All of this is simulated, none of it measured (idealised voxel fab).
process module | voxel double patterning
cross-section cut | 245 nm wide | cells 5 nm
A cross-section is a grid of square cells, given in bands from the top down. A band is one or more rows of cells.
Each band's line starts with the height of the band's top and of its bottom, in nm. Then come its materials from left to right, each with its width in nm. One material with "throughout" fills the band from edge to edge. "air" is empty space.
Height 0 is the level under which the wafer as received is all one material. The lowest band goes on downwards, as in "0 down".
A width such as "30 to 40" changes by the same amount from each row of cells to the next, from the band's top row to its bottom row.
"no change" after a step means that no cell of the cross-section changed.
closed voids: empty space of 8 cells or more with no open way to the top, each as width x height at its distance from the left edge, in nm
after a step's settings: what the simulator itself notes on the step
overlay nm, on a step with a mask: how far to the right of its planned place the mask lay; to the left if negative
plan
1 op RECEIVE | material Si
2 op CONFORMAL_DEP | material SiO2 | thk nm 10
3 op DIRECTIONAL_DEP | material W | thk nm 20
4 op DIRECTIONAL_DEP | material SiCN | thk nm 10
5 op MASKED_ETCH | tone open | mask id FIRST | width nm 15 | pitch nm 50 | etch materials SiCN | depth nm 10 | overlay nm 0
6 op MASKED_ETCH | tone open | mask id SECOND | width nm 15 | etch materials SiCN | depth nm 5 | overlay nm 0
7 op DIRECTIONAL_ETCH | etch materials W | depth nm 20
8 op STRIP | etch materials SiCN
varied across the wafers: depth nm of step 6. The plan shows the first wafer's value. All wafers start alike
first wafer as received, after step 1
  0 down: Si throughout
  closed voids: none
first wafer at the end, after step 8
  30 to 10: W 90 | air 15 | W 35 | air 15 | W 90
  10 to 0: SiO2 throughout
  0 down: Si throughout
  closed voids: none
last wafer at the end
  30 to 10: W 90 | air 15 | W 10 | air 15 | W 10 | air 15 | W 90
  10 to 0: SiO2 throughout
  0 down: Si throughout
  closed voids: none
each wafer at the end: cells of each material gained (+) or lost (-) since it was received, then its closed voids
depth nm 5 | +98 SiO2 | +172 W | closed voids: none
depth nm 10 | +98 SiO2 | +160 W | closed voids: none
depth nm 15 | +98 SiO2 | +160 W | closed voids: none
depth nm 20 | +98 SiO2 | +160 W | closed voids: none
depth nm 25 | +98 SiO2 | +160 W | closed voids: none
